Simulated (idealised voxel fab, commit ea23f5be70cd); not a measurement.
Module name: voxel self aligned contacts (process module)
Section shown: cut. Width: 200 nm. Cell size: 5 nm, square.
Reading order for cross-sections: top band down to bottom band. Underlying form: a grid of square cells. Band size: one or more rows of cells.
A band entry consists of two parts. The first gives the height of the band's top and the height of its bottom, in nm. The rest lists the band's materials from left to right, each with its width in nm. A single material labelled with the word "all across" fills the band from edge to edge, and the word "blank" marks empty space.
The reference from which all heights are counted is 0, the level beneath which the as-received wafer is entirely one material; the lowest band, having no lower bound, proceeds downward and is written after the example "0 and below".
Per-row width for "30->40": begins at first number (top row of band), ends at second number (bottom row), increment between rows held constant.
The cross-section has no changed cell in any step marked "no change".
"Enclosed void listing" enumerates empty spaces isolated from the top, with no open way to it, that contain at least 8 cells, giving each as width x height at distance from the left edge, all three in nm.
On a step's line, text after the settings is the simulator commenting on that step.
The "overlay nm" setting may appear on a step's line; for a step that uses a mask, it gives how far to the right of its planned position the mask lay, and a negative value indicates the left.

-- The process steps that were planned are listed below
1) RECEIVE, material Si
2) CONFORMAL_DEP, material SiO2, thk nm 5
3) DIRECTIONAL_DEP, material polySi, thk nm 25
4) DIRECTIONAL_DEP, material SiN, thk nm 20
5) DIRECTIONAL_DEP, material aC, thk nm 15
6) PATTERN, tone cover, mask id GATE, material resist, width nm 35, pitch nm 70, thk nm 35, overlay nm 0
7) DIRECTIONAL_ETCH, etch materials aC, depth nm 15
8) STRIP, etch materials resist
9) DIRECTIONAL_ETCH, etch materials SiN, depth nm 20
10) DIRECTIONAL_ETCH, etch materials polySi, depth nm 25
11) STRIP, etch materials aC
12) CONFORMAL_DEP, material SiN, thk nm 10
13) DIRECTIONAL_ETCH, etch materials SiN, depth nm 10
14) FILL_DEP, material SiO2, thk nm 10
15) CMP, height nm 55
16) PATTERN, tone open, mask id CONTACT, material resist, width nm 55, thk nm 15, overlay nm 0
17) DIRECTIONAL_ETCH, etch materials SiO2, depth nm 55
18) STRIP, etch materials resist
19) CONFORMAL_DEP, material TiN, thk nm 5
20) FILL_DEP, material W, thk nm 5
21) CMP, height nm 55
22) CONFORMAL_DEP, material SiN, thk nm 5

-- Received-state cross-section, reflecting completion of step 1
0 and below = Si all across
Enclosed void listing: none

-- First of two wafers: cross-section at end of module, run per plan
60 down to 55 = SiN all across
55 down to 50 = 70 nm SiO2; 25 nm TiN; 5 nm W; 25 nm TiN; 75 nm SiO2
50 down to 30 = 35 nm SiO2; 55 nm SiN; 5 nm TiN; 5 nm W; 5 nm TiN; 55 nm SiN; 40 nm SiO2
30 down to 5 = 35 nm SiO2; 10 nm SiN; 35 nm polySi; 10 nm SiN; 5 nm TiN; 5 nm W; 5 nm TiN; 10 nm SiN; 35 nm polySi; 10 nm SiN; 40 nm SiO2
5 down to 0 = 90 nm SiO2; 15 nm TiN; 95 nm SiO2
0 and below = Si all across
Enclosed void listing: none

-- Second wafer of the two, sectioned at the end of the module. It began like the first and followed the same plan, but one mistake was made while running it
60 down to 55 = SiN all across
55 down to 45 = 70 nm SiO2; 5->25 nm TiN; 45->5 nm W; 5->25 nm TiN; 75 nm SiO2
45 down to 25 = 35 nm SiO2; 55 nm SiN; 5 nm TiN; 5 nm W; 5 nm TiN; 55 nm SiN; 40 nm SiO2
25 down to 5 = 35 nm SiO2; 10 nm SiN; 35 nm polySi; 10 nm SiN; 5 nm TiN; 5 nm W; 5 nm TiN; 10 nm SiN; 35 nm polySi; 10 nm SiN; 40 nm SiO2
5 down to 0 = 35 nm SiO2; 10 nm SiN; 35 nm polySi; 10 nm SiN; 15 nm TiN; 10 nm SiN; 35 nm polySi; 10 nm SiN; 40 nm SiO2
0 and below = Si all across
Enclosed void listing: none
What broke from the plan during processing? not run: step 2 of the plan (skipped)
Bottom line after processing is that, in cells, the second wafer is up or down on some materials versus the first: SiO2 -8 | W +8
